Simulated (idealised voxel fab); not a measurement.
Process module, titled voxel lift off
Pictured: cross-section cut, 190 nm wide, on a grid of 5 nm square cells.
Heads up, the way a cross-section reads in here is a grid of square cells, handed over as bands from the top down, with every band being one or more rows of cells. Quick guide to a band line: top height, bottom height (nm) up front; then every material left to right with its width in nm. Only one material and it's marked "throughout"? Then it fills the band edge to edge. And "air" just means empty space. The level at which height equals 0 is the one under which the wafer, as it arrives, is entirely one material. No lower edge exists for the bottom band, which continues downward and is notated as in "top 0, no bottom". Width spec "30->40" -> top row of cells at first value, bottom row at second value, equal per-row change in between. The designation "no alterations made", where it is given for a processing step, indicates that no cell of the cross-section was altered in the course of that step. Any empty space of 8 cells or more lacking an open way to the top shows up in "Enclosed voids" as width x height at distance, distance from the left edge, in nm. Formally, on a step line, whatever follows the settings is a remark that the simulator itself makes on the step. You can add "overlay nm" to a step's line. For a step with a mask, it describes how far the mask lay to the right of its planned position, and a negative number describes a lay to the left. Reading guide: pairs of cross-sections, before and after one process step; after view cut off at lowest changed band; step and settings listed under each pair. Pairs may stem from different runs of this module on the same starting wafer; continuity with the pair above only where the "Geometry before processing" entry states it.

Geometry before processing:
top 0, no bottom | Si throughout
Enclosed voids: none

Post-Process Section:
top 15, bottom 0 | Al2O3 throughout
Under 0: no change, same as before.
Enclosed voids: none
To go from the before cross-section above to the after cross-section, apply CONFORMAL_DEP [material Al2O3] [thk nm 15]

Geometry before processing: it's just the after picture from the pair right above this one.

Post-Process Section:
top 45, bottom 15 | resist 15 nm | air 20 nm | resist 25 nm | air 20 nm | resist 25 nm | air 20 nm | resist 25 nm | air 20 nm | resist 20 nm
Under 15: no change, same as before.
Enclosed voids: none
To go from the before cross-section above to the after cross-section, apply PATTERN [tone open] [mask id LINES] [material resist] [width nm 20] [pitch nm 45] [thk nm 30] [overlay nm 0]

Geometry before processing: it's just the after picture from the pair right above this one.

Post-Process Section:
top 60, bottom 45 | Ru 15 nm | air 20 nm | Ru 25 nm | air 20 nm | Ru 25 nm | air 20 nm | Ru 25 nm | air 20 nm | Ru 20 nm
top 45, bottom 30 | resist 15 nm | air 20 nm | resist 25 nm | air 20 nm | resist 25 nm | air 20 nm | resist 25 nm | air 20 nm | resist 20 nm
top 30, bottom 15 | resist 15 nm | Ru 20 nm | resist 25 nm | Ru 20 nm | resist 25 nm | Ru 20 nm | resist 25 nm | Ru 20 nm | resist 20 nm
Under 15: no change, same as before.
Enclosed voids: none
To go from the before cross-section above to the after cross-section, apply DIRECTIONAL_DEP [material Ru] [thk nm 15]

Geometry before processing: it's just the after picture from the pair right above this one.

Post-Process Section:
top 30, bottom 15 | air 15 nm | Ru 20 nm | air 25 nm | Ru 20 nm | air 25 nm | Ru 20 nm | air 25 nm | Ru 20 nm | air 20 nm
Under 15: no change, same as before.
Enclosed voids: none
To go from the before cross-section above to the after cross-section, apply STRIP [etch materials resist]

Geometry before processing: it's just the after picture from the pair right above this one.

Post-Process Section:
top 40, bottom 30 | air 5 nm | SiCN 40 nm | air 5 nm | SiCN 40 nm | air 5 nm | SiCN 40 nm | air 5 nm | SiCN 40 nm | air 10 nm
top 30, bottom 25 | air 5 nm | SiCN 10 nm | Ru 20 nm | SiCN 10 nm | air 5 nm | SiCN 10 nm | Ru 20 nm | SiCN 10 nm | air 5 nm | SiCN 10 nm | Ru 20 nm | SiCN 10 nm | air 5 nm | SiCN 10 nm | Ru 20 nm | SiCN 10 nm | air 10 nm
top 25, bottom 15 | SiCN 15 nm | Ru 20 nm | SiCN 25 nm | Ru 20 nm | SiCN 25 nm | Ru 20 nm | SiCN 25 nm | Ru 20 nm | SiCN 20 nm
Under 15: no change, same as before.
Enclosed voids: none
To go from the before cross-section above to the after cross-section, apply CONFORMAL_DEP [material SiCN] [thk nm 10]

Geometry before processing:
top 15, bottom 0 | Al2O3 throughout
top 0, no bottom | Si throughout
Enclosed voids: none

Post-Process Section:
top 30, bottom 0 | Al2O3 throughout
Under 0: no change, same as before.
Enclosed voids: none
To go from the before cross-section above to the after cross-section, apply CONFORMAL_DEP [material Al2O3] [thk nm 15]

Geometry before processing: it's just the after picture from the pair right above this one.

Post-Process Section:
top 60, bottom 30 | resist 15 nm | air 20 nm | resist 25 nm | air 20 nm | resist 25 nm | air 20 nm | resist 25 nm | air 20 nm | resist 20 nm
Under 30: no change, same as before.
Enclosed voids: none
To go from the before cross-section above to the after cross-section, apply PATTERN [tone open] [mask id LINES] [material resist] [width nm 20] [pitch nm 45] [thk nm 30] [overlay nm 0]

Geometry before processing: it's just the after picture from the pair right above this one.

Post-Process Section:
top 75, bottom 60 | Ru 15 nm | air 20 nm | Ru 25 nm | air 20 nm | Ru 25 nm | air 20 nm | Ru 25 nm | air 20 nm | Ru 20 nm
top 60, bottom 45 | resist 15 nm | air 20 nm | resist 25 nm | air 20 nm | resist 25 nm | air 20 nm | resist 25 nm | air 20 nm | resist 20 nm
top 45, bottom 30 | resist 15 nm | Ru 20 nm | resist 25 nm | Ru 20 nm | resist 25 nm | Ru 20 nm | resist 25 nm | Ru 20 nm | resist 20 nm
Under 30: no change, same as before.
Enclosed voids: none
To go from the before cross-section above to the after cross-section, apply DIRECTIONAL_DEP [material Ru] [thk nm 15]

Geometry before processing: it's just the after picture from the pair right above this one.

Post-Process Section:
top 45, bottom 30 | air 15 nm | Ru 20 nm | air 25 nm | Ru 20 nm | air 25 nm | Ru 20 nm | air 25 nm | Ru 20 nm | air 20 nm
Under 30: no change, same as before.
Enclosed voids: none
To go from the before cross-section above to the after cross-section, apply STRIP [etch materials resist]

Geometry before processing: it's just the after picture from the pair right above this one.

Post-Process Section:
top 55, bottom 45 | air 5 nm | SiCN 40 nm | air 5 nm | SiCN 40 nm | air 5 nm | SiCN 40 nm | air 5 nm | SiCN 40 nm | air 10 nm
top 45, bottom 40 | air 5 nm | SiCN 10 nm | Ru 20 nm | SiCN 10 nm | air 5 nm | SiCN 10 nm | Ru 20 nm | SiCN 10 nm | air 5 nm | SiCN 10 nm | Ru 20 nm | SiCN 10 nm | air 5 nm | SiCN 10 nm | Ru 20 nm | SiCN 10 nm | air 10 nm
top 40, bottom 30 | SiCN 15 nm | Ru 20 nm | SiCN 25 nm | Ru 20 nm | SiCN 25 nm | Ru 20 nm | SiCN 25 nm | Ru 20 nm | SiCN 20 nm
Under 30: no change, same as before.
Enclosed voids: none
To go from the before cross-section above to the after cross-section, apply CONFORMAL_DEP [material SiCN] [thk nm 10]

Geometry before processing:
top 0, no bottom | Si throughout
Enclosed voids: none

Post-Process Section:
top 5, bottom 0 | Al2O3 throughout
Under 0: no change, same as before.
Enclosed voids: none
To go from the before cross-section above to the after cross-section, apply CONFORMAL_DEP [material Al2O3] [thk nm 5]

Geometry before processing: it's just the after picture from the pair right above this one.

Post-Process Section:
top 35, bottom 5 | resist 15 nm | air 20 nm | resist 25 nm | air 20 nm | resist 25 nm | air 20 nm | resist 25 nm | air 20 nm | resist 20 nm
Under 5: no change, same as before.
Enclosed voids: none
To go from the before cross-section above to the after cross-section, apply PATTERN [tone open] [mask id LINES] [material resist] [width nm 20] [pitch nm 45] [thk nm 30] [overlay nm 0]

Geometry before processing: it's just the after picture from the pair right above this one.

Post-Process Section:
top 50, bottom 35 | Ru 15 nm | air 20 nm | Ru 25 nm | air 20 nm | Ru 25 nm | air 20 nm | Ru 25 nm | air 20 nm | Ru 20 nm
top 35, bottom 20 | resist 15 nm | air 20 nm | resist 25 nm | air 20 nm | resist 25 nm | air 20 nm | resist 25 nm | air 20 nm | resist 20 nm
top 20, bottom 5 | resist 15 nm | Ru 20 nm | resist 25 nm | Ru 20 nm | resist 25 nm | Ru 20 nm | resist 25 nm | Ru 20 nm | resist 20 nm
Under 5: no change, same as before.
Enclosed voids: none
To go from the before cross-section above to the after cross-section, apply DIRECTIONAL_DEP [material Ru] [thk nm 15]

Geometry before processing: it's just the after picture from the pair right above this one.

Post-Process Section:
top 20, bottom 5 | air 15 nm | Ru 20 nm | air 25 nm | Ru 20 nm | air 25 nm | Ru 20 nm | air 25 nm | Ru 20 nm | air 20 nm
Under 5: no change, same as before.
Enclosed voids: none
To go from the before cross-section above to the after cross-section, apply STRIP [etch materials resist]

Geometry before processing: it's just the after picture from the pair right above this one.

Post-Process Section:
top 30, bottom 20 | air 5 nm | SiCN 40 nm | air 5 nm | SiCN 40 nm | air 5 nm | SiCN 40 nm | air 5 nm | SiCN 40 nm | air 10 nm
top 20, bottom 15 | air 5 nm | SiCN 10 nm | Ru 20 nm | SiCN 10 nm | air 5 nm | SiCN 10 nm | Ru 20 nm | SiCN 10 nm | air 5 nm | SiCN 10 nm | Ru 20 nm | SiCN 10 nm | air 5 nm | SiCN 10 nm | Ru 20 nm | SiCN 10 nm | air 10 nm
top 15, bottom 5 | SiCN 15 nm | Ru 20 nm | SiCN 25 nm | Ru 20 nm | SiCN 25 nm | Ru 20 nm | SiCN 25 nm | Ru 20 nm | SiCN 20 nm
Under 5: no change, same as before.
Enclosed voids: none
To go from the before cross-section above to the after cross-section, apply CONFORMAL_DEP [material SiCN] [thk nm 10]

Geometry before processing:
top 15, bottom 0 | Al2O3 throughout
top 0, no bottom | Si throughout
Enclosed voids: none

Post-Process Section:
top 45, bottom 15 | resist 15 nm | air 25 nm | resist 20 nm | air 25 nm | resist 20 nm | air 25 nm | resist 20 nm | air 25 nm | resist 15 nm
Under 15: no change, same as before.
Enclosed voids: none
To go from the before cross-section above to the after cross-section, apply PATTERN [tone open] [mask id LINES] [material resist] [width nm 25] [pitch nm 45] [thk nm 30] [overlay nm 0]

Geometry before processing: it's just the after picture from the pair right above this one.

Post-Process Section:
top 60, bottom 45 | Ru 15 nm | air 25 nm | Ru 20 nm | air 25 nm | Ru 20 nm | air 25 nm | Ru 20 nm | air 25 nm | Ru 15 nm
top 45, bottom 30 | resist 15 nm | air 25 nm | resist 20 nm | air 25 nm | resist 20 nm | air 25 nm | resist 20 nm | air 25 nm | resist 15 nm
top 30, bottom 15 | resist 15 nm | Ru 25 nm | resist 20 nm | Ru 25 nm | resist 20 nm | Ru 25 nm | resist 20 nm | Ru 25 nm | resist 15 nm
Under 15: no change, same as before.
Enclosed voids: none
To go from the before cross-section above to the after cross-section, apply DIRECTIONAL_DEP [material Ru] [thk nm 15]

Geometry before processing: it's just the after picture from the pair right above this one.

Post-Process Section:
top 30, bottom 15 | air 15 nm | Ru 25 nm | air 20 nm | Ru 25 nm | air 20 nm | Ru 25 nm | air 20 nm | Ru 25 nm | air 15 nm
Under 15: no change, same as before.
Enclosed voids: none
To go from the before cross-section above to the after cross-section, apply STRIP [etch materials resist]

Geometry before processing: it's just the after picture from the pair right above this one.

Post-Process Section:
top 40, bottom 30 | air 5 nm | SiCN 180 nm | air 5 nm
top 30, bottom 25 | air 5 nm | SiCN 10 nm | Ru 25 nm | SiCN 20 nm | Ru 25 nm | SiCN 20 nm | Ru 25 nm | SiCN 20 nm | Ru 25 nm | SiCN 10 nm | air 5 nm
top 25, bottom 15 | SiCN 15 nm | Ru 25 nm | SiCN 20 nm | Ru 25 nm | SiCN 20 nm | Ru 25 nm | SiCN 20 nm | Ru 25 nm | SiCN 15 nm
Under 15: no change, same as before.
Enclosed voids: none
To go from the before cross-section above to the after cross-section, apply CONFORMAL_DEP [material SiCN] [thk nm 10]

Geometry before processing:
top 15, bottom 0 | Al2O3 throughout
top 0, no bottom | Si throughout
Enclosed voids: none

Post-Process Section:
top 45, bottom 15 | resist 20 nm | air 20 nm | resist 25 nm | air 20 nm | resist 25 nm | air 20 nm | resist 25 nm | air 20 nm | resist 15 nm
Under 15: no change, same as before.
Enclosed voids: none
To go from the before cross-section above to the after cross-section, apply PATTERN [tone open] [mask id LINES] [material resist] [width nm 20] [pitch nm 45] [thk nm 30] [overlay nm 5]

Geometry before processing: it's just the after picture from the pair right above this one.

Post-Process Section:
top 60, bottom 45 | Ru 20 nm | air 20 nm | Ru 25 nm | air 20 nm | Ru 25 nm | air 20 nm | Ru 25 nm | air 20 nm | Ru 15 nm
top 45, bottom 30 | resist 20 nm | air 20 nm | resist 25 nm | air 20 nm | resist 25 nm | air 20 nm | resist 25 nm | air 20 nm | resist 15 nm
top 30, bottom 15 | resist 20 nm | Ru 20 nm | resist 25 nm | Ru 20 nm | resist 25 nm | Ru 20 nm | resist 25 nm | Ru 20 nm | resist 15 nm
Under 15: no change, same as before.
Enclosed voids: none
To go from the before cross-section above to the after cross-section, apply DIRECTIONAL_DEP [material Ru] [thk nm 15]

Geometry before processing: it's just the after picture from the pair right above this one.

Post-Process Section:
top 30, bottom 15 | air 20 nm | Ru 20 nm | air 25 nm | Ru 20 nm | air 25 nm | Ru 20 nm | air 25 nm | Ru 20 nm | air 15 nm
Under 15: no change, same as before.
Enclosed voids: none
To go from the before cross-section above to the after cross-section, apply STRIP [etch materials resist]

Geometry before processing: it's just the after picture from the pair right above this one.

Post-Process Section:
top 40, bottom 30 | air 10 nm | SiCN 40 nm | air 5 nm | SiCN 40 nm | air 5 nm | SiCN 40 nm | air 5 nm | SiCN 40 nm | air 5 nm
top 30, bottom 25 | air 10 nm | SiCN 10 nm | Ru 20 nm | SiCN 10 nm | air 5 nm | SiCN 10 nm | Ru 20 nm | SiCN 10 nm | air 5 nm | SiCN 10 nm | Ru 20 nm | SiCN 10 nm | air 5 nm | SiCN 10 nm | Ru 20 nm | SiCN 10 nm | air 5 nm
top 25, bottom 15 | SiCN 20 nm | Ru 20 nm | SiCN 25 nm | Ru 20 nm | SiCN 25 nm | Ru 20 nm | SiCN 25 nm | Ru 20 nm | SiCN 15 nm
Under 15: no change, same as before.
Enclosed voids: none
To go from the before cross-section above to the after cross-section, apply CONFORMAL_DEP [material SiCN] [thk nm 10]

Geometry before processing:
top 45, bottom 15 | resist 15 nm | air 20 nm | resist 25 nm | air 20 nm | resist 25 nm | air 20 nm | resist 25 nm | air 20 nm | resist 20 nm
top 15, bottom 0 | Al2O3 throughout
top 0, no bottom | Si throughout
Enclosed voids: none

Post-Process Section:
top 60, bottom 45 | Al2O3 15 nm | air 20 nm | Al2O3 25 nm | air 20 nm | Al2O3 25 nm | air 20 nm | Al2O3 25 nm | air 20 nm | Al2O3 20 nm
top 45, bottom 30 | resist 15 nm | air 20 nm | resist 25 nm | air 20 nm | resist 25 nm | air 20 nm | resist 25 nm | air 20 nm | resist 20 nm
top 30, bottom 15 | resist 15 nm | Al2O3 20 nm | resist 25 nm | Al2O3 20 nm | resist 25 nm | Al2O3 20 nm | resist 25 nm | Al2O3 20 nm | resist 20 nm
Under 15: no change, same as before.
Enclosed voids: none
To go from the before cross-section above to the after cross-section, apply DIRECTIONAL_DEP [material Al2O3] [thk nm 15]

Geometry before processing: it's just the after picture from the pair right above this one.

Post-Process Section:
top 30, bottom 15 | air 15 nm | Al2O3 20 nm | air 25 nm | Al2O3 20 nm | air 25 nm | Al2O3 20 nm | air 25 nm | Al2O3 20 nm | air 20 nm
Under 15: no change, same as before.
Enclosed voids: none
To go from the before cross-section above to the after cross-section, apply STRIP [etch materials resist]

Geometry before processing: it's just the after picture from the pair right above this one.

Post-Process Section:
top 40, bottom 30 | air 5 nm | SiCN 40 nm | air 5 nm | SiCN 40 nm | air 5 nm | SiCN 40 nm | air 5 nm | SiCN 40 nm | air 10 nm
top 30, bottom 25 | air 5 nm | SiCN 10 nm | Al2O3 20 nm | SiCN 10 nm | air 5 nm | SiCN 10 nm | Al2O3 20 nm | SiCN 10 nm | air 5 nm | SiCN 10 nm | Al2O3 20 nm | SiCN 10 nm | air 5 nm | SiCN 10 nm | Al2O3 20 nm | SiCN 10 nm | air 10 nm
top 25, bottom 15 | SiCN 15 nm | Al2O3 20 nm | SiCN 25 nm | Al2O3 20 nm | SiCN 25 nm | Al2O3 20 nm | SiCN 25 nm | Al2O3 20 nm | SiCN 20 nm
Under 15: no change, same as before.
Enclosed voids: none
To go from the before cross-section above to the after cross-section, apply CONFORMAL_DEP [material SiCN] [thk nm 10]

Geometry before processing:
top 15, bottom 0 | Al2O3 throughout
top 0, no bottom | Si throughout
Enclosed voids: none

Post-Process Section:
top 45, bottom 15 | air 15 nm | resist 20 nm | air 25 nm | resist 20 nm | air 25 nm | resist 20 nm | air 25 nm | resist 20 nm | air 20 nm
Under 15: no change, same as before.
Enclosed voids: none
To go from the before cross-section above to the after cross-section, apply PATTERN [tone cover] [mask id LINES] [material resist] [width nm 20] [pitch nm 45] [thk nm 30] [overlay nm 0]

Geometry before processing: it's just the after picture from the pair right above this one.

Post-Process Section:
top 60, bottom 45 | air 15 nm | Ru 20 nm | air 25 nm | Ru 20 nm | air 25 nm | Ru 20 nm | air 25 nm | Ru 20 nm | air 20 nm
top 45, bottom 30 | air 15 nm | resist 20 nm | air 25 nm | resist 20 nm | air 25 nm | resist 20 nm | air 25 nm | resist 20 nm | air 20 nm
top 30, bottom 15 | Ru 15 nm | resist 20 nm | Ru 25 nm | resist 20 nm | Ru 25 nm | resist 20 nm | Ru 25 nm | resist 20 nm | Ru 20 nm
Under 15: no change, same as before.
Enclosed voids: none
To go from the before cross-section above to the after cross-section, apply DIRECTIONAL_DEP [material Ru] [thk nm 15]

Geometry before processing: it's just the after picture from the pair right above this one.

Post-Process Section:
top 30, bottom 15 | Ru 15 nm | air 20 nm | Ru 25 nm | air 20 nm | Ru 25 nm | air 20 nm | Ru 25 nm | air 20 nm | Ru 20 nm
Under 15: no change, same as before.
Enclosed voids: none
To go from the before cross-section above to the after cross-section, apply STRIP [etch materials resist]

Geometry before processing: it's just the after picture from the pair right above this one.

Post-Process Section:
top 40, bottom 30 | SiCN throughout
top 30, bottom 15 | Ru 15 nm | SiCN 20 nm | Ru 25 nm | SiCN 20 nm | Ru 25 nm | SiCN 20 nm | Ru 25 nm | SiCN 20 nm | Ru 20 nm
Under 15: no change, same as before.
Enclosed voids: none
To go from the before cross-section above to the after cross-section, apply CONFORMAL_DEP [material SiCN] [thk nm 10]
